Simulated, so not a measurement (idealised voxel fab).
The following process module bears the name voxel released beams.
260 nm wide, 5 nm square cells: that's cross-section cut.
Cross-section format: a grid of square cells, given as bands from top to bottom; each band is one or more rows of cells.
Quick guide to a band line: top height, bottom height (nm) up front; then every material left to right with its width in nm. Only one material and it's marked "throughout"? Then it fills the band edge to edge. And "empty" just means empty space.
Heights are measured from 0, the level below which the as-received wafer is all one material; the lowest band has no bottom and continues downward, written as in "z 0 and below".
The width entry "30..40" should be interpreted row by row: the top row of cells in the band takes the first number, the bottom row takes the second number, and the change between adjacent rows is uniform throughout.
What does "identical to before" mean for a step? It means no cell of the cross-section changed in that step.
For the entry "Sealed void listing", the listed items are empty spaces with no open way to the top whose size is 8 cells or more; each item follows the pattern width x height at distance, where distance is from the left edge and all three are in nm.
Past the settings on a step's line: simulator remark, on that step.
overlay nm, on a step with a mask: how far to the right of its planned place the mask lay; to the left if negative
[Below is the list of planned process steps]
| 1 | RECEIVE, material Si |
| 2 | CONFORMAL_DEP, material Al2O3, thk nm 10 |
| 3 | DIRECTIONAL_DEP, material SiO2, thk nm 20 |
| 4 | MASKED_ETCH, tone open, mask id ANCHOR, width nm 45, etch materials SiO2, depth nm 10, overlay nm 0 |
| 5 | CONFORMAL_DEP, material W, thk nm 15 |
| 6 | MASKED_ETCH, tone cover, mask id BEAM, width nm 95, etch materials W, depth nm 15, overlay nm 0 |
| 7 | STRIP, etch materials SiO2 |
Heads up: all these wafers start the same, and what changes between them is the depth nm in step 4. The value you see in the plan is just what the first wafer got.
[Received wafers, first of several: cross-section after step 1]
z 0 and below | Si throughout
Sealed void listing: none
[Shown in cross-section: the first of several wafers at the end of the module, after its last step, step 7]
z 10 to 0 | Al2O3 throughout
z 0 and below | Si throughout
Sealed void listing: none
[Last-wafer cross-section at the end of the module]
z 45 to 30 | empty 80 nm  W 20 nm  empty 15 nm  W 60 nm  empty 85 nm
z 30 to 25 | empty 85 nm  W 15 nm  empty 15 nm  W 15 nm  empty 130 nm
z 25 to 10 | empty 85 nm  W 45 nm  empty 130 nm
z 10 to 0 | Al2O3 throughout
z 0 and below | Si throughout
Sealed void listing: none
[Here is how to read the rows: every wafer has a row, and it shows the wafer at the end of the module, giving for each material how many cells were gained (+) or lost (-) since the wafer was received, then listing its closed voids]
depth nm 10 | +104 Al2O3 | Sealed void listing: none
depth nm 15 | +104 Al2O3 | Sealed void listing: none
depth nm 20 | +104 Al2O3 | +81 W | Sealed void listing: none
depth nm 25 | +104 Al2O3 | +81 W | Sealed void listing: none
depth nm 30 | +104 Al2O3 | +81 W | Sealed void listing: none
depth nm 35 | +104 Al2O3 | +81 W | Sealed void listing: none
